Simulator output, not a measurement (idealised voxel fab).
Module name: voxel gate over fins (process module)
Section cut is 205 nm wide and gridded with 5 nm square cells.
When this document writes out a cross-section, it uses a grid of square cells and lists it as bands, beginning at the top and moving down, with a band standing for one or more rows of cells. Within each band entry, the heights of the top and of the bottom of the band appear first, in that order and in nm; the materials of the band then follow from left to right, each with its corresponding width in nm. The designation "throughout" on a single material indicates that it fills the band from edge to edge; the designation "empty" indicates empty space. Heights are expressed relative to 0, this being the level below which the as-received wafer comprises one material exclusively. The lowest band is unbounded in the downward direction and is denoted as in "0 and below". Width: "30..40" (first number = top row, second number = bottom row, same change from row to row of cells). Step note "no alterations made" = no cross-section cell changed. Closed-off voids of 8+ cells (no open route to the top) go in "Closed void list", written width x height at distance from the left edge, in nm. Read whatever lies past the settings on a step's line as the simulator's own remark about the step. overlay nm, on a step with a mask: how far to the right of its planned place the mask lay; to the left if negative.

## The following list gives the planned process steps
step 1: RECEIVE, material Si
step 2: CONFORMAL_DEP, material SiN, thk nm 5
step 3: MASKED_ETCH, tone cover, mask id FINS, width nm 15, pitch nm 55, etch materials SiN, depth nm 5, overlay nm 0
step 4: MASKED_ETCH, tone cover, mask id FINS, width nm 15, pitch nm 55, etch materials Si, depth nm 35, overlay nm 0
step 5: OXIDIZE, depth nm 5
step 6: FILL_DEP, material SiO2, thk nm 10
step 7: CMP, height nm 5
step 8: DIRECTIONAL_DEP, material aC, thk nm 5
step 9: PATTERN, tone open, mask id RAIL, material resist, width nm 15, thk nm 35, overlay nm 0
step 10: DIRECTIONAL_ETCH, etch materials aC, depth nm 15
step 11: STRIP, etch materials resist
step 12: DIRECTIONAL_ETCH, etch materials SiO2, depth nm 35
step 13: STRIP, etch materials aC
step 14: CONFORMAL_DEP, material TiN, thk nm 5
step 15: FILL_DEP, material Ru, thk nm 5
step 16: CMP, height nm 5
step 17: SELECTIVE_ETCH, etch materials W Ru TiN, depth nm 30
step 18: FILL_DEP, material SiO2, thk nm 5
step 19: CMP, height nm 5
step 20: SELECTIVE_ETCH, etch materials SiO2, depth nm 20
step 21: STRIP, etch materials SiN
step 22: CONFORMAL_DEP, material HfO2, thk nm 5
step 23: CONFORMAL_DEP, material TiN, thk nm 5
step 24: FILL_DEP, material W, thk nm 15
step 25: CMP, height nm 20
step 26: CONFORMAL_DEP, material SiCN, thk nm 5
The wafers in this document start out alike and differ in the thk nm applied at step 8; the plan shows the value used for the first wafer.

## Cross-section of the first of several wafers on receipt, reflecting completion of step 1
> 0 and below | Si throughout
> Closed void list: none

## End of module, by wafer: material-by-material cell gain (+) or loss (-) since receipt, then closed voids
thk nm 5, +59 HfO2, -304 Si, +41 SiCN, +187 SiO2, +62 TiN, +160 W, Closed void list: none
thk nm 10, +59 HfO2, -304 Si, +41 SiCN, +187 SiO2, +62 TiN, +160 W, Closed void list: none
thk nm 15, +59 HfO2, -304 Si, +41 SiCN, +187 SiO2, +62 TiN, +160 W, Closed void list: none
thk nm 20, +59 HfO2, -304 Si, +41 SiCN, +190 SiO2, +59 TiN, +160 W, Closed void list: none
thk nm 25, +59 HfO2, -304 Si, +41 SiCN, +190 SiO2, +59 TiN, +160 W, Closed void list: none
thk nm 30, +59 HfO2, -304 Si, +41 SiCN, +190 SiO2, +59 TiN, +160 W, Closed void list: none
